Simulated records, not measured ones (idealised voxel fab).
process module | voxel double patterning
cross-section cut | 260 nm wide | cells 5 nm
A cross-section is a grid of square cells, given in bands from the top down. A band is one or more rows of cells.
Each band's line starts with the height of the band's top and of its bottom, in nm. Then come its materials from left to right, each with its width in nm. One material with "throughout" fills the band from edge to edge. "air" is empty space.
Height 0 is the level under which the wafer as received is all one material. The lowest band goes on downwards, as in "0 down".
A width such as "30 to 40" changes by the same amount from each row of cells to the next, from the band's top row to its bottom row.
"no change" after a step means that no cell of the cross-section changed.
closed voids: empty space of 8 cells or more with no open way to the top, each as width x height at its distance from the left edge, in nm
after a step's settings: what the simulator itself notes on the step
overlay nm, on a step with a mask: how far to the right of its planned place the mask lay; to the left if negative
plan
1 op RECEIVE | material Si
2 op CONFORMAL_DEP | material SiO2 | thk nm 5
3 op DIRECTIONAL_DEP | material TiN | thk nm 15
4 op DIRECTIONAL_DEP | material SiCN | thk nm 10
5 op MASKED_ETCH | tone open | mask id FIRST | width nm 15 | pitch nm 50 | etch materials SiCN | depth nm 10 | overlay nm 0
6 op MASKED_ETCH | tone open | mask id SECOND | width nm 15 | pitch nm 50 | etch materials SiCN | depth nm 10 | overlay nm 0
7 op DIRECTIONAL_ETCH | etch materials TiN | depth nm 15
8 op STRIP | etch materials SiCN
as received, after step 1
  0 down: Si throughout
  closed voids: none
a wafer at the end: this start, this plan, one mistake
  15 to 5: TiN 70 | air 15 | TiN 10 | air 15 | TiN 10 | air 15 | TiN 10 | air 15 | TiN 10 | air 15 | TiN 75
  5 to 0: SiO2 throughout
  0 down: Si throughout
  closed voids: none
what went wrong: step 3 ran as: op DIRECTIONAL_DEP | material TiN | thk nm 10
